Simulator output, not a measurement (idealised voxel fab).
process module | voxel transistor to metal
cross-section cut | 215 nm wide | cells 5 nm
A cross-section is a grid of square cells, given in bands from the top down. A band is one or more rows of cells.
Each band's line starts with the height of the band's top and of its bottom, in nm. Then come its materials from left to right, each with its width in nm. One material with "throughout" fills the band from edge to edge. "air" is empty space.
Height 0 is the level under which the wafer as received is all one material. The lowest band goes on downwards, as in "0 down".
A width such as "30 to 40" changes by the same amount from each row of cells to the next, from the band's top row to its bottom row.
"no change" after a step means that no cell of the cross-section changed.
closed voids: empty space of 8 cells or more with no open way to the top, each as width x height at its distance from the left edge, in nm
after a step's settings: what the simulator itself notes on the step
overlay nm, on a step with a mask: how far to the right of its planned place the mask lay; to the left if negative
plan
1 op RECEIVE | material Si
2 op OXIDIZE | depth nm 5
3 op CONFORMAL_DEP | material SiN | thk nm 15
4 op MASKED_ETCH | tone cover | mask id ACTIVE | width nm 95 | etch materials SiN | depth nm 15 | overlay nm 0
5 op MASKED_ETCH | tone cover | mask id ACTIVE | width nm 95 | etch materials SiO2 | depth nm 5 | overlay nm 0
6 op MASKED_ETCH | tone cover | mask id ACTIVE | width nm 95 | etch materials Si | depth nm 35 | overlay nm 0
7 op OXIDIZE | depth nm 5
8 op FILL_DEP | material SiO2 | thk nm 10
9 op CMP | height nm 15
10 op SELECTIVE_ETCH | etch materials SiO2 | depth nm 5
11 op STRIP | etch materials SiN
12 op SELECTIVE_ETCH | etch materials SiO2 | depth nm 5
13 op OXIDIZE | depth nm 5
14 op DIRECTIONAL_DEP | material polySi | thk nm 30
15 op DIRECTIONAL_DEP | material SiCN | thk nm 15
16 op MASKED_ETCH | tone cover | mask id GATE | width nm 15 | etch materials SiCN | depth nm 25 | overlay nm 0
17 op MASKED_ETCH | tone cover | mask id GATE | width nm 15 | etch materials polySi | depth nm 40 | overlay nm 0
18 op CONFORMAL_DEP | material SiO2 | thk nm 5
19 op DIRECTIONAL_ETCH | etch materials SiO2 | depth nm 5
20 op CONFORMAL_DEP | material SiN | thk nm 5
21 op DIRECTIONAL_ETCH | etch materials SiN | depth nm 5
22 op DIRECTIONAL_ETCH | etch materials SiO2 | depth nm 5
23 op DIRECTIONAL_ETCH | etch materials Si | depth nm 15
24 op EPI | material SiGe | thk nm 20
25 op FILL_DEP | material SiO2 | thk nm 10
26 op CMP | height nm 40
27 op DIRECTIONAL_DEP | material SiO2 | thk nm 15
28 op MASKED_ETCH | tone open | mask id CONTACT | width nm 25 | pitch nm 50 | etch materials SiO2 | depth nm 45 | overlay nm 0
29 op CONFORMAL_DEP | material TiN | thk nm 5
30 op FILL_DEP | material Ru | thk nm 10
31 op CMP | height nm 55
32 op CONFORMAL_DEP | material SiN | thk nm 5
33 op DIRECTIONAL_DEP | material lowk | thk nm 15
34 op PATTERN | tone open | mask id METAL_1 | material resist | width nm 15 | pitch nm 60 | thk nm 20 | overlay nm 0
35 op DIRECTIONAL_ETCH | etch materials lowk | depth nm 15
36 op DIRECTIONAL_ETCH | etch materials SiN | depth nm 5
37 op STRIP | etch materials resist
38 op CONFORMAL_DEP | material TiN | thk nm 5
39 op FILL_DEP | material W | thk nm 5
40 op CMP | height nm 75
41 op EPI | material Ru | thk nm 5
42 op FILL_DEP | material SiCN | thk nm 5
as received, after step 1
  0 down: Si throughout
  closed voids: none
a wafer at the end: this start, this plan, one mistake
  85 to 80: SiCN throughout
  80 to 75: SiCN 65 | Ru 25 | SiCN 35 | Ru 25 | SiCN 65
  75 to 60: lowk 70 | TiN 5 | W 5 | TiN 5 | lowk 45 | TiN 5 | W 5 | TiN 5 | lowk 70
  60 to 55: SiN 70 | TiN 15 | SiN 45 | TiN 15 | SiN 70
  55 to 45: SiO2 70 | TiN 5 | Ru 15 | TiN 5 | SiO2 25 | TiN 5 | Ru 15 | TiN 5 | SiO2 70
  45 to 40: SiO2 70 | TiN 5 | Ru 15 | TiN 5 | SiO2 25 | TiN 15 | Ru 5 | TiN 5 | SiO2 70
  40 to 30: SiO2 70 | TiN 5 | Ru 15 | TiN 5 | SiN 5 | SiO2 5 | SiCN 15 | TiN 5 | SiN 5 | TiN 5 | Ru 5 | TiN 5 | SiO2 70
  30 to 25: SiO2 70 | TiN 5 | Ru 10 | TiN 10 | SiN 5 | SiO2 5 | SiCN 15 | TiN 5 | SiN 5 | TiN 5 | Ru 5 | TiN 5 | SiO2 70
  25 to 15: SiO2 70 | TiN 5 | Ru 10 | TiN 5 | SiN 5 | SiO2 5 | polySi 20 | TiN 5 | SiN 5 | TiN 5 | Ru 5 | TiN 5 | SiO2 70
  15 to 10: SiO2 70 | TiN 20 | SiN 5 | SiO2 5 | polySi 20 | TiN 5 | SiN 5 | TiN 15 | SiO2 70
  10 to 5: SiO2 70 | SiGe 20 | SiN 5 | SiO2 5 | polySi 20 | SiO2 5 | SiN 5 | SiGe 20 | SiO2 65
  5 to -5: SiO2 60 | SiN 5 | SiO2 5 | SiGe 20 | SiN 5 | SiO2 5 | polySi 20 | SiO2 5 | SiN 5 | SiGe 20 | SiN 5 | SiO2 60
  -5 to -10: SiO2 65 | SiGe 25 | SiO2 40 | SiGe 20 | SiO2 65
  -10 to -25: SiO2 65 | SiGe 25 | Si 40 | SiGe 20 | SiO2 65
  -25 to -45: SiO2 65 | Si 85 | SiO2 65
  -45 down: Si throughout
  closed voids: none
what went wrong: step 16 ran as: op MASKED_ETCH | tone cover | mask id GATE | width nm 15 | etch materials SiCN | depth nm 25 | overlay nm 5
